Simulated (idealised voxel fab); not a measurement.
The document below concerns the process module designated voxel tone inversion.
Each square cell in cross-section cut measures 5 nm, and the section as a whole is 210 nm wide.
Each cross-section below is a grid of square cells, stated as bands in top-down order, with one or more rows of cells making up each band.
Within each band entry, the heights of the top and of the bottom of the band appear first, in that order and in nm; the materials of the band then follow from left to right, each with its corresponding width in nm. The designation "edge to edge" on a single material indicates that it fills the band from edge to edge; the designation "empty" indicates empty space.
Heights are reckoned from 0. Under this level, the received wafer is all of one material. The bottommost band is open-ended downward, for example "top 0, no bottom".
A width such as "30->40" changes by the same amount from each row of cells to the next, from the band's top row to its bottom row.
"all unchanged" for a step: no cell of the cross-section changed in that step.
The entry titled "Unvented cavities" provides the empty spaces that have no open way to the top, restricted to those of 8 cells or more. Each is presented as width x height at distance, the distance being measured from the left edge, with all three in nm.
Step line, after settings: the simulator's comment on this step.
overlay nm: where the mask lay relative to plan, measured to the right, on steps with a mask; negatives go left.
The process steps that were planned are listed below
1. RECEIVE [material Si]
2. CONFORMAL_DEP [material SiCN] [thk nm 5]
3. DIRECTIONAL_DEP [material aC] [thk nm 20]
4. PATTERN [tone cover] [mask id POSTS] [material resist] [width nm 15] [pitch nm 45] [thk nm 30] [overlay nm 0]
5. DIRECTIONAL_ETCH [etch materials aC] [depth nm 20]
6. STRIP [etch materials resist]
7. FILL_DEP [material SiO2] [thk nm 5]
8. CMP [height nm 25]
9. STRIP [etch materials aC]
As-received wafer cross-section (after step 1)
top 0, no bottom | Si edge to edge
Unvented cavities: none
a wafer at the end: this start, this plan, one mistake
top 25, bottom 5 | 70 SiO2, 15 empty, 30 SiO2, 15 empty, 80 SiO2
top 5, bottom 0 | SiCN edge to edge
top 0, no bottom | Si edge to edge
Unvented cavities: none
Nonconformance to the process plan: planned and actual differ for step 4; actual: PATTERN [tone cover] [mask id POSTS] [material resist] [width nm 15] [pitch nm 45] [thk nm 30] [overlay nm -5]
